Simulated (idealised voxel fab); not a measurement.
Proc. module: voxel ribs on slabs
Cross-section cut spans 220 nm and uses square cells 5 nm in size.
The cross-sections in this document take the form of a grid made of square cells. They are written out as bands, in order from top to bottom. Each band consists of one or more rows of cells. The band entry comprises the height of the band's top followed by the height of its bottom, expressed in nm, and subsequently the band's materials from left to right, each stated together with its width in nm. Where a single material is marked with the word "edge to edge", that material fills the band from edge to edge. The word "blank" represents empty space. Heights are measured from 0, the level below which the as-received wafer is all one material; the lowest band has no bottom and continues downward, written as in "0 down". Width spec "30..40" -> top row of cells at first value, bottom row at second value, equal per-row change in between. "nothing got changed" (step): cross-section cells unchanged, all of them. The entry titled "Sealed void listing" provides the empty spaces that have no open way to the top, restricted to those of 8 cells or more. Each is presented as width x height at distance, the distance being measured from the left edge, with all three in nm. Whatever follows a step's settings on its line is a remark the simulator itself makes about that step. "overlay nm" answers the question of how far to the right of plan the mask lay on a step that has a mask, and when it is negative the answer is to the left.

**Below is the list of planned process steps**
| 1 | RECEIVE [material Si] |
| 2 | DIRECTIONAL_DEP [material SiO2] [thk nm 20] |
| 3 | DIRECTIONAL_DEP [material SiN] [thk nm 15] |
| 4 | PATTERN [tone cover] [mask id RIB] [material resist] [width nm 20] [thk nm 15] [overlay nm 0] |
| 5 | DIRECTIONAL_ETCH [etch materials SiN] [depth nm 10] |
| 6 | STRIP [etch materials resist] |
| 7 | PATTERN [tone cover] [mask id SLAB] [material resist] [width nm 60] [thk nm 20] [overlay nm 0] |
| 8 | DIRECTIONAL_ETCH [etch materials SiN] [depth nm 5] |
| 9 | STRIP [etch materials resist] |
| 10 | FILL_DEP [material SiO2] [thk nm 20] |
| 11 | CMP [height nm 45] |
| 12 | DIRECTIONAL_DEP [material W] [thk nm 5] |
| 13 | PATTERN [tone cover] [mask id HEATER] [material resist] [width nm 30] [thk nm 20] [overlay nm 0] |
| 14 | DIRECTIONAL_ETCH [etch materials W] [depth nm 5] |
| 15 | STRIP [etch materials resist] |
| 16 | CONFORMAL_DEP [material SiN] [thk nm 10] |

**As-received wafer cross-section (after step 1)**
> 0 down | Si edge to edge
> Sealed void listing: none

**Cross-section at module end, one run error; start and plan unchanged from above**
> 60 to 55 | 85 of blank  50 of SiN  85 of blank
> 55 to 50 | SiN edge to edge
> 50 to 45 | 95 of SiN  30 of W  95 of SiN
> 45 to 35 | SiO2 edge to edge
> 35 to 25 | 100 of SiO2  20 of SiN  100 of SiO2
> 25 to 20 | 90 of SiO2  60 of SiN  70 of SiO2
> 20 to 0 | SiO2 edge to edge
> 0 down | Si edge to edge
> Sealed void listing: none
Nonconformance to the process plan: step 7 did not happen as planned, as run it was PATTERN [tone cover] [mask id SLAB] [material resist] [width nm 60] [thk nm 20] [overlay nm 10]
